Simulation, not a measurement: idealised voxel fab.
process module | voxel self aligned contacts
cross-section cut | 280 nm wide | cells 5 nm
A cross-section is a grid of square cells, given in bands from the top down. A band is one or more rows of cells.
Each band's line starts with the height of the band's top and of its bottom, in nm. Then come its materials from left to right, each with its width in nm. One material with "throughout" fills the band from edge to edge. "air" is empty space.
Height 0 is the level under which the wafer as received is all one material. The lowest band goes on downwards, as in "0 down".
A width such as "30 to 40" changes by the same amount from each row of cells to the next, from the band's top row to its bottom row.
"no change" after a step means that no cell of the cross-section changed.
closed voids: empty space of 8 cells or more with no open way to the top, each as width x height at its distance from the left edge, in nm
after a step's settings: what the simulator itself notes on the step
overlay nm, on a step with a mask: how far to the right of its planned place the mask lay; to the left if negative
plan
1 op RECEIVE | material Si
2 op CONFORMAL_DEP | material SiO2 | thk nm 5
3 op DIRECTIONAL_DEP | material polySi | thk nm 25
4 op DIRECTIONAL_DEP | material SiN | thk nm 20
5 op PATTERN | tone cover | mask id GATE | material resist | width nm 30 | pitch nm 55 | thk nm 20 | overlay nm -15
6 op DIRECTIONAL_ETCH | etch materials SiN | depth nm 20
7 op DIRECTIONAL_ETCH | etch materials polySi | depth nm 25
8 op STRIP | etch materials resist
9 op CONFORMAL_DEP | material SiN | thk nm 5
10 op DIRECTIONAL_ETCH | etch materials SiN | depth nm 5
11 op FILL_DEP | material SiO2 | thk nm 10
12 op CMP | height nm 55
13 op PATTERN | tone open | mask id CONTACT | material resist | width nm 35 | pitch nm 55 | thk nm 15 | overlay nm 0
14 op DIRECTIONAL_ETCH | etch materials SiO2 | depth nm 55
15 op STRIP | etch materials resist
16 op CONFORMAL_DEP | material TiN | thk nm 5
17 op FILL_DEP | material W | thk nm 10
18 op CMP | height nm 55
19 op CONFORMAL_DEP | material SiN | thk nm 5
varied across the wafers: overlay nm of step 5. The plan shows the first wafer's value. All wafers start alike
first wafer as received, after step 1
  0 down: Si throughout
  closed voids: none
first wafer at the end, after step 19
  60 to 55: SiN throughout
  55 to 50: SiO2 95 | TiN 35 | SiO2 20 | TiN 35 | SiO2 95
  50 to 30: SiO2 50 | SiN 40 | SiO2 5 | TiN 10 | SiN 40 | SiO2 5 | TiN 10 | SiN 40 | SiO2 80
  30 to 5: SiO2 50 | SiN 5 | polySi 30 | SiN 5 | SiO2 5 | TiN 10 | SiN 5 | polySi 30 | SiN 5 | SiO2 5 | TiN 10 | SiN 5 | polySi 30 | SiN 5 | SiO2 80
  5 to 0: SiO2 95 | TiN 10 | SiO2 45 | TiN 10 | SiO2 120
  0 down: Si throughout
  closed voids: none
last wafer at the end
  60 to 55: SiN throughout
  55 to 50: SiO2 95 | TiN 35 | SiO2 20 | TiN 35 | SiO2 95
  50 to 30: SiO2 80 | SiN 40 | TiN 10 | SiO2 5 | SiN 40 | TiN 10 | SiO2 5 | SiN 40 | SiO2 50
  30 to 5: SiO2 80 | SiN 5 | polySi 30 | SiN 5 | TiN 10 | SiO2 5 | SiN 5 | polySi 30 | SiN 5 | TiN 10 | SiO2 5 | SiN 5 | polySi 30 | SiN 5 | SiO2 50
  5 to 0: SiO2 120 | TiN 10 | SiO2 45 | TiN 10 | SiO2 95
  0 down: Si throughout
  closed voids: none
each wafer at the end: cells of each material gained (+) or lost (-) since it was received, then its closed voids
overlay nm -15 | +182 SiN | +346 SiO2 | +54 TiN | +90 polySi | closed voids: none
overlay nm -10 | +182 SiN | +326 SiO2 | +54 TiN | +20 W | +90 polySi | closed voids: none
overlay nm -5 | +182 SiN | +326 SiO2 | +54 TiN | +20 W | +90 polySi | closed voids: none
overlay nm 0 | +182 SiN | +326 SiO2 | +54 TiN | +20 W | +90 polySi | closed voids: none
overlay nm 5 | +182 SiN | +326 SiO2 | +54 TiN | +20 W | +90 polySi | closed voids: none
overlay nm 10 | +182 SiN | +326 SiO2 | +54 TiN | +20 W | +90 polySi | closed voids: none
overlay nm 15 | +182 SiN | +346 SiO2 | +54 TiN | +90 polySi | closed voids: none
